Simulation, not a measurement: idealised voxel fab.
Process module under the name voxel wiring stack
We display cut, a cross-section 180 nm in width whose square cells are each 5 nm.
A cross-section is written here as square cells arranged in a grid, and it is given in bands from the top down, each band taking up one or more rows of cells. Look at the band entry: it leads with the top's height and the bottom's height in nm. Then it lists the materials left to right, with a width in nm for each. The word "throughout" on a single material says that material fills the band edge to edge. The word "empty" is empty space. Below 0: as-received wafer, all one material; heights counted from there. Lowest band: no bottom, goes on down, written "0 down". So if you see something like "30..40" for the width, read it as the top row of the band sitting at the first number and the bottom row at the second, with every row in between moving by the same amount as the last. Key: "identical to before" - step with no changed cell in the cross-section. Enclosed voids (no open way to top), threshold 8 cells or more, entry "Trapped void list", notation width x height at distance, distance from left edge, nm. What comes after the settings on a step's line is commentary from the simulator itself on that step. On any step carrying a mask, the "overlay nm" setting, if present on the step's line, tells how far right of its planned place the mask lay; negative values point to the left.
Intended process steps
1 RECEIVE: material Si
2 CONFORMAL_DEP: material SiO2, thk nm 15
3 CONFORMAL_DEP: material SiN, thk nm 5
4 DIRECTIONAL_DEP: material SiO2, thk nm 15
5 DIRECTIONAL_DEP: material aC, thk nm 15
6 PATTERN: tone open, mask id METAL_1, material resist, width nm 25, pitch nm 40, thk nm 35, overlay nm 0
7 DIRECTIONAL_ETCH: etch materials aC, depth nm 15
8 STRIP: etch materials resist
9 DIRECTIONAL_ETCH: etch materials SiO2, depth nm 15
10 DIRECTIONAL_ETCH: etch materials SiN, depth nm 5
11 STRIP: etch materials aC
12 CONFORMAL_DEP: material TiN, thk nm 5
13 FILL_DEP: material Cu, thk nm 5
14 CMP: height nm 35
15 EPI: material Ru, thk nm 5
16 FILL_DEP: material SiCN, thk nm 5
17 DIRECTIONAL_DEP: material SiO2, thk nm 10
18 PATTERN: tone open, mask id PLUG_1, material resist, width nm 15, pitch nm 40, thk nm 15, overlay nm 0
19 DIRECTIONAL_ETCH: etch materials SiO2, depth nm 10
20 DIRECTIONAL_ETCH: etch materials SiCN, depth nm 5
21 STRIP: etch materials resist
22 CONFORMAL_DEP: material TiN, thk nm 5
23 FILL_DEP: material Ru, thk nm 10
24 CMP: height nm 55
25 DIRECTIONAL_DEP: material TiN, thk nm 5
26 DIRECTIONAL_DEP: material W, thk nm 15
27 PATTERN: tone cover, mask id METAL_2, material resist, width nm 25, pitch nm 40, thk nm 20, overlay nm 0
28 DIRECTIONAL_ETCH: etch materials W, depth nm 15
29 DIRECTIONAL_ETCH: etch materials TiN, depth nm 5
30 STRIP: etch materials resist
31 CONFORMAL_DEP: material SiN, thk nm 5
32 FILL_DEP: material lowk, thk nm 10
33 CMP: height nm 75
34 CONFORMAL_DEP: material SiCN, thk nm 5
35 DIRECTIONAL_DEP: material SiO2, thk nm 30
36 DIRECTIONAL_DEP: material aC, thk nm 10
37 PATTERN: tone open, mask id METAL_3_HOLES, material resist, width nm 15, thk nm 30, overlay nm 0
38 DIRECTIONAL_ETCH: etch materials aC, depth nm 10
39 STRIP: etch materials resist
40 DIRECTIONAL_ETCH: etch materials SiO2, depth nm 30
41 STRIP: etch materials aC
42 DIRECTIONAL_DEP: material aC, thk nm 15
43 PATTERN: tone open, mask id METAL_3, material resist, width nm 25, pitch nm 40, thk nm 30, overlay nm 0
44 DIRECTIONAL_ETCH: etch materials aC, depth nm 15
45 STRIP: etch materials resist
46 DIRECTIONAL_ETCH: etch materials SiO2, depth nm 15
47 DIRECTIONAL_ETCH: etch materials SiCN, depth nm 5
48 STRIP: etch materials aC
49 CONFORMAL_DEP: material TiN, thk nm 5
50 FILL_DEP: material Cu, thk nm 5
51 CMP: height nm 110
52 CONFORMAL_DEP: material SiN, thk nm 5
Wafer as received: cross-section following step 1
  0 down: Si throughout
  Trapped void list: none
The module was run from the start shown above using the plan shown above, but one mistake was made doing it; the resulting wafer cross-section is below
  115 to 110: SiN throughout
  110 to 100: 65 of Cu, then 5 of TiN, then 10 of SiO2, then 5 of TiN, then 5 of Cu, then 5 of TiN, then 25 of SiO2, then 5 of TiN, then 55 of Cu
  100 to 95: 60 of TiN, then 5 of Cu, then 5 of TiN, then 10 of SiO2, then 15 of TiN, then 25 of SiO2, then 60 of TiN
  95 to 85: 55 of SiO2, then 5 of TiN, then 5 of Cu, then 5 of TiN, then 110 of SiO2
  85 to 80: 55 of SiO2, then 15 of TiN, then 110 of SiO2
  80 to 75: SiCN throughout
  75 to 60: 50 of lowk, then 5 of SiN, then 25 of W, then 5 of SiN, then 5 of lowk, then 5 of SiN, then 25 of W, then 5 of SiN, then 55 of lowk
  60 to 55: 55 of SiN, then 25 of TiN, then 15 of SiN, then 25 of TiN, then 60 of SiN
  55 to 45: 55 of SiO2, then 5 of TiN, then 5 of Ru, then 5 of TiN, then 25 of SiO2, then 5 of TiN, then 5 of Ru, then 5 of TiN, then 70 of SiO2
  45 to 40: 55 of SiCN, then 15 of TiN, then 25 of SiCN, then 15 of TiN, then 70 of SiCN
  40 to 35: 50 of SiCN, then 35 of Ru, then 5 of SiCN, then 35 of Ru, then 55 of SiCN
  35 to 20: 55 of SiO2, then 5 of TiN, then 15 of Cu, then 5 of TiN, then 15 of SiO2, then 5 of TiN, then 15 of Cu, then 5 of TiN, then 60 of SiO2
  20 to 15: 55 of SiN, then 25 of TiN, then 15 of SiN, then 25 of TiN, then 60 of SiN
  15 to 0: SiO2 throughout
  0 down: Si throughout
  Trapped void list: none
Which mistake was made when the wafer was run? step 43 ran with different settings than intended, the actual operation and settings being PATTERN: tone cover, mask id METAL_3, material resist, width nm 25, pitch nm 40, thk nm 30, overlay nm 0
